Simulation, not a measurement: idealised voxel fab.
process module | voxel quadruple lines
cross-section cut | 235 nm wide | cells 5 nm
A cross-section is a grid of square cells, given in bands from the top down. A band is one or more rows of cells.
Each band's line starts with the height of the band's top and of its bottom, in nm. Then come its materials from left to right, each with its width in nm. One material with "throughout" fills the band from edge to edge. "air" is empty space.
Height 0 is the level under which the wafer as received is all one material. The lowest band goes on downwards, as in "0 down".
A width such as "30 to 40" changes by the same amount from each row of cells to the next, from the band's top row to its bottom row.
"no change" after a step means that no cell of the cross-section changed.
closed voids: empty space of 8 cells or more with no open way to the top, each as width x height at its distance from the left edge, in nm
after a step's settings: what the simulator itself notes on the step
overlay nm, on a step with a mask: how far to the right of its planned place the mask lay; to the left if negative
plan
1 op RECEIVE | material Si
2 op CONFORMAL_DEP | material SiO2 | thk nm 5
3 op DIRECTIONAL_DEP | material Ru | thk nm 15
4 op DIRECTIONAL_DEP | material polySi | thk nm 15
5 op DIRECTIONAL_DEP | material aC | thk nm 25
6 op PATTERN | tone cover | mask id MANDREL | material resist | width nm 25 | pitch nm 80 | thk nm 35 | overlay nm -15
7 op DIRECTIONAL_ETCH | etch materials aC | depth nm 25
8 op STRIP | etch materials resist
9 op CONFORMAL_DEP | material SiO2 | thk nm 15
10 op DIRECTIONAL_ETCH | etch materials SiO2 | depth nm 15
11 op STRIP | etch materials aC
12 op DIRECTIONAL_ETCH | etch materials polySi | depth nm 15
13 op STRIP | etch materials SiO2
14 op CONFORMAL_DEP | material SiCN | thk nm 5
15 op DIRECTIONAL_ETCH | etch materials SiCN | depth nm 5
16 op STRIP | etch materials polySi
17 op DIRECTIONAL_ETCH | etch materials Ru | depth nm 15
18 op STRIP | etch materials SiCN
varied across the wafers: overlay nm of step 6. The plan shows the first wafer's value. All wafers start alike
first wafer as received, after step 1
  0 down: Si throughout
  closed voids: none
each wafer at the end: cells of each material gained (+) or lost (-) since it was received, then its closed voids
overlay nm -15 | +24 Ru | +47 SiO2 | closed voids: none
overlay nm -10 | +24 Ru | +47 SiO2 | closed voids: none
overlay nm -5 | +24 Ru | +47 SiO2 | closed voids: none
overlay nm 0 | +24 Ru | +47 SiO2 | closed voids: none
overlay nm 5 | +24 Ru | +47 SiO2 | closed voids: none
overlay nm 10 | +24 Ru | +47 SiO2 | closed voids: none
overlay nm 15 | +24 Ru | +47 SiO2 | closed voids: none
